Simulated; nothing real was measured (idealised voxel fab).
A process module follows: voxel ribs on slabs.
Square cell edge 5 nm, section width 260 nm, ID cut.
When this document writes out a cross-section, it uses a grid of square cells and lists it as bands, beginning at the top and moving down, with a band standing for one or more rows of cells.
This entry defines a band. It first specifies the height of the band's top and the height of its bottom in nm, and then specifies the band's materials from left to right, stating each material with its width in nm. The word "everywhere" identifies a single material that fills the band from edge to edge, while the word "empty" identifies empty space.
Height is counted from the level 0, under which the received wafer is composed throughout of one material. The lowest of the bands is not closed at the bottom but continues downward, in the notation "0 and below".
It should be noted that a width expressed as "30->40" varies in equal increments from row to row of cells within the band, taking the value of the first number at the top row and that of the second number at the bottom row.
Key: "stayed the same" - step with no changed cell in the cross-section.
Each empty space that has no open way to the top and spans at least 8 cells appears under "Sealed voids" as width x height at distance, the distance counted from the left edge, all in nm.
Where a step's line continues beyond its settings, the continuation is a remark by the simulator itself on that step.
What "overlay nm" on a step's line means: if the step has a mask, that mask lay this far to the right of its planned place, or, when the value is negative, to the left.

The steps planned for the process are as follows:
| 1 | RECEIVE (material Si) |
| 2 | DIRECTIONAL_DEP (material SiO2; thk nm 30) |
| 3 | DIRECTIONAL_DEP (material polySi; thk nm 15) |
| 4 | DIRECTIONAL_DEP (material aC; thk nm 10) |
| 5 | PATTERN (tone cover; mask id RIB; material resist; width nm 15; thk nm 30; overlay nm 0) |
| 6 | DIRECTIONAL_ETCH (etch materials aC; depth nm 10) |
| 7 | STRIP (etch materials resist) |
| 8 | DIRECTIONAL_ETCH (etch materials polySi; depth nm 10) |
| 9 | STRIP (etch materials aC) |
| 10 | MASKED_ETCH (tone cover; mask id SLAB; width nm 75; etch materials polySi; depth nm 5; overlay nm 0) |
| 11 | FILL_DEP (material SiO2; thk nm 15) |
| 12 | CMP (height nm 55) |
| 13 | DIRECTIONAL_DEP (material W; thk nm 10) |
| 14 | DIRECTIONAL_DEP (material aC; thk nm 15) |
| 15 | PATTERN (tone cover; mask id HEATER; material resist; width nm 25; thk nm 30; overlay nm 0) |
| 16 | DIRECTIONAL_ETCH (etch materials aC; depth nm 15) |
| 17 | STRIP (etch materials resist) |
| 18 | DIRECTIONAL_ETCH (etch materials W; depth nm 10) |
| 19 | STRIP (etch materials aC) |
| 20 | CONFORMAL_DEP (material SiN; thk nm 5) |

This is the cross-section of the wafer as we received it, i.e. after step 1:
    0 and below: Si everywhere
    Sealed voids: none

Post-module cross-section of the first of two wafers (run per plan):
    70 down to 65: empty (110), then SiN (35), then empty (115)
    65 down to 60: empty (110), then SiN (5), then W (25), then SiN (5), then empty (115)
    60 down to 55: SiN (115), then W (25), then SiN (120)
    55 down to 45: SiO2 everywhere
    45 down to 35: SiO2 (120), then polySi (15), then SiO2 (125)
    35 down to 30: SiO2 (90), then polySi (75), then SiO2 (95)
    30 down to 0: SiO2 everywhere
    0 and below: Si everywhere
    Sealed voids: none

Cross-section at end of module for the second wafer of two, which matched the first in starting point and plan and differed by one mistake in its processing:
    70 down to 65: empty (110), then SiN (35), then empty (115)
    65 down to 60: empty (110), then SiN (5), then W (25), then SiN (5), then empty (115)
    60 down to 55: SiN (115), then W (25), then SiN (120)
    55 down to 15: SiO2 everywhere
    15 down to 0: polySi everywhere
    0 and below: Si everywhere
    Sealed voids: none
What broke from the plan during processing? the executed order of steps 2 and 3 is the reverse of that specified in the plan, each step having taken the other's position
Looking at both finished wafers in cells, the second ends up ahead of or behind the first on some materials: -135 SiO2, +135 polySi
